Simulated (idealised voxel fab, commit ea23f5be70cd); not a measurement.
process module | voxel air gaps
cross-section cut | 300 nm wide | cells 5 nm
A cross-section is a grid of square cells, given in bands from the top down. A band is one or more rows of cells.
Each band's line starts with the height of the band's top and of its bottom, in nm. Then come its materials from left to right, each with its width in nm. One material with "throughout" fills the band from edge to edge. "air" is empty space.
Height 0 is the level under which the wafer as received is all one material. The lowest band goes on downwards, as in "0 down".
A width such as "30 to 40" changes by the same amount from each row of cells to the next, from the band's top row to its bottom row.
"no change" after a step means that no cell of the cross-section changed.
closed voids: empty space of 8 cells or more with no open way to the top, each as width x height at its distance from the left edge, in nm
after a step's settings: what the simulator itself notes on the step
overlay nm, on a step with a mask: how far to the right of its planned place the mask lay; to the left if negative
plan
1 op RECEIVE | material Si
2 op CONFORMAL_DEP | material SiO2 | thk nm 10
3 op CONFORMAL_DEP | material SiN | thk nm 5
4 op DIRECTIONAL_DEP | material SiO2 | thk nm 35
5 op MASKED_ETCH | tone open | mask id LINES | width nm 15 | pitch nm 40 | etch materials SiO2 | depth nm 35 | overlay nm 0
6 op CONFORMAL_DEP | material TiN | thk nm 5
7 op FILL_DEP | material W | thk nm 10
8 op CMP | height nm 50
9 op EPI | material Ru | thk nm 10
10 op SELECTIVE_ETCH | etch materials SiO2 | depth nm 45
11 op CONFORMAL_DEP | material SiCN | thk nm 5
as received, after step 1
  0 down: Si throughout
  closed voids: none
a wafer at the end: this start, this plan, one mistake
  65 to 60: air 65 | SiCN 170 | air 65
  60 to 50: air 65 | SiCN 5 | Ru 160 | SiCN 5 | air 65
  50 to 45: air 65 | SiCN 15 | TiN 5 | W 10 | TiN 5 | SiO2 20 | TiN 5 | W 10 | TiN 5 | SiO2 20 | TiN 5 | W 10 | TiN 5 | SiO2 20 | TiN 5 | W 10 | TiN 5 | SiCN 15 | air 65
  45 to 20: air 75 | SiCN 5 | TiN 5 | W 10 | TiN 5 | SiO2 20 | TiN 5 | W 10 | TiN 5 | SiO2 20 | TiN 5 | W 10 | TiN 5 | SiO2 20 | TiN 5 | W 10 | TiN 5 | SiCN 5 | air 75
  20 to 15: SiCN 80 | TiN 20 | SiO2 20 | TiN 20 | SiO2 20 | TiN 20 | SiO2 20 | TiN 20 | SiCN 80
  15 to 10: SiN throughout
  10 to 0: SiO2 throughout
  0 down: Si throughout
  closed voids: none
what went wrong: step 5 ran as: op MASKED_ETCH | tone open | mask id LINES | width nm 20 | pitch nm 40 | etch materials SiO2 | depth nm 35 | overlay nm 0
